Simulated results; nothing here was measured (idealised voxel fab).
process module | voxel ribs on slabs
cross-section cut | 240 nm wide | cells 5 nm
A cross-section is a grid of square cells, given in bands from the top down. A band is one or more rows of cells.
Each band's line starts with the height of the band's top and of its bottom, in nm. Then come its materials from left to right, each with its width in nm. One material with "throughout" fills the band from edge to edge. "air" is empty space.
Height 0 is the level under which the wafer as received is all one material. The lowest band goes on downwards, as in "0 down".
A width such as "30 to 40" changes by the same amount from each row of cells to the next, from the band's top row to its bottom row.
"no change" after a step means that no cell of the cross-section changed.
closed voids: empty space of 8 cells or more with no open way to the top, each as width x height at its distance from the left edge, in nm
after a step's settings: what the simulator itself notes on the step
overlay nm, on a step with a mask: how far to the right of its planned place the mask lay; to the left if negative
plan
1 op RECEIVE | material Si
2 op DIRECTIONAL_DEP | material SiO2 | thk nm 30
3 op DIRECTIONAL_DEP | material SiN | thk nm 25
4 op DIRECTIONAL_DEP | material aC | thk nm 10
5 op PATTERN | tone cover | mask id RIB | material resist | width nm 25 | thk nm 25 | overlay nm 0
6 op DIRECTIONAL_ETCH | etch materials aC | depth nm 10
7 op STRIP | etch materials resist
8 op DIRECTIONAL_ETCH | etch materials SiN | depth nm 10
9 op STRIP | etch materials aC
10 op PATTERN | tone cover | mask id SLAB | material resist | width nm 85 | thk nm 20 | overlay nm 0
11 op DIRECTIONAL_ETCH | etch materials SiN | depth nm 15
12 op STRIP | etch materials resist
13 op FILL_DEP | material SiO2 | thk nm 30
14 op CMP | height nm 75
15 op DIRECTIONAL_DEP | material W | thk nm 10
16 op DIRECTIONAL_DEP | material aC | thk nm 15
17 op PATTERN | tone cover | mask id HEATER | material resist | width nm 35 | thk nm 35 | overlay nm 0
18 op DIRECTIONAL_ETCH | etch materials aC | depth nm 15
19 op STRIP | etch materials resist
20 op DIRECTIONAL_ETCH | etch materials W | depth nm 10
21 op STRIP | etch materials aC
22 op CONFORMAL_DEP | material SiN | thk nm 10
as received, after step 1
  0 down: Si throughout
  closed voids: none
a wafer at the end: this start, this plan, one mistake
  95 to 85: air 90 | SiN 55 | air 95
  85 to 75: SiN 100 | W 35 | SiN 105
  75 to 60: SiO2 75 | SiN 85 | SiO2 80
  60 to 0: SiO2 throughout
  0 down: Si throughout
  closed voids: none
what went wrong: step 2 was run twice
